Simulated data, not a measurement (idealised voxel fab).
process module | voxel lift off
cross-section cut | 295 nm wide | cells 5 nm
A cross-section is a grid of square cells, given in bands from the top down. A band is one or more rows of cells.
Each band's line starts with the height of the band's top and of its bottom, in nm. Then come its materials from left to right, each with its width in nm. One material with "throughout" fills the band from edge to edge. "air" is empty space.
Height 0 is the level under which the wafer as received is all one material. The lowest band goes on downwards, as in "0 down".
A width such as "30 to 40" changes by the same amount from each row of cells to the next, from the band's top row to its bottom row.
"no change" after a step means that no cell of the cross-section changed.
closed voids: empty space of 8 cells or more with no open way to the top, each as width x height at its distance from the left edge, in nm
after a step's settings: what the simulator itself notes on the step
overlay nm, on a step with a mask: how far to the right of its planned place the mask lay; to the left if negative
plan
1 op RECEIVE | material Si
2 op CONFORMAL_DEP | material SiO2 | thk nm 5
3 op PATTERN | tone open | mask id LINES | material resist | width nm 20 | pitch nm 40 | thk nm 30 | overlay nm 0
4 op DIRECTIONAL_DEP | material Ru | thk nm 15
5 op STRIP | etch materials resist
6 op CONFORMAL_DEP | material SiN | thk nm 5
first wafer, as planned
as received, after step 1
  0 down: Si throughout
  closed voids: none
after step 2
  5 to 0: SiO2 throughout
  below 0: unchanged
after step 3
  35 to 5: resist 115 | air 20 | resist 20 | air 20 | resist 120
  below 5: unchanged
after step 4
  50 to 35: Ru 115 | air 20 | Ru 20 | air 20 | Ru 120
  35 to 20: resist 115 | air 20 | resist 20 | air 20 | resist 120
  20 to 5: resist 115 | Ru 20 | resist 20 | Ru 20 | resist 120
  below 5: unchanged
after step 5
  20 to 5: air 115 | Ru 20 | air 20 | Ru 20 | air 120
  below 5: unchanged
after step 6
  25 to 20: air 110 | SiN 30 | air 10 | SiN 30 | air 115
  20 to 10: air 110 | SiN 5 | Ru 20 | SiN 5 | air 10 | SiN 5 | Ru 20 | SiN 5 | air 115
  10 to 5: SiN 115 | Ru 20 | SiN 20 | Ru 20 | SiN 120
  below 5: unchanged
second wafer: like start, like plan, one mistake. Through step 2 it matches the first wafer
when step 3 should have ended
  35 to 5: resist 120 | air 20 | resist 20 | air 20 | resist 115
  below 5: unchanged
when step 4 should have ended
  50 to 35: Ru 120 | air 20 | Ru 20 | air 20 | Ru 115
  35 to 20: resist 120 | air 20 | resist 20 | air 20 | resist 115
  20 to 5: resist 120 | Ru 20 | resist 20 | Ru 20 | resist 115
  below 5: unchanged
when step 5 should have ended
  20 to 5: air 120 | Ru 20 | air 20 | Ru 20 | air 115
  below 5: unchanged
when step 6 should have ended
  25 to 20: air 115 | SiN 30 | air 10 | SiN 30 | air 110
  20 to 10: air 115 | SiN 5 | Ru 20 | SiN 5 | air 10 | SiN 5 | Ru 20 | SiN 5 | air 110
  10 to 5: SiN 120 | Ru 20 | SiN 20 | Ru 20 | SiN 115
  below 5: unchanged
what went wrong: step 3 ran as: op PATTERN | tone open | mask id LINES | material resist | width nm 20 | pitch nm 40 | thk nm 30 | overlay nm 5
at the end the second wafer has, in cells: as many of each material as the first, in other places
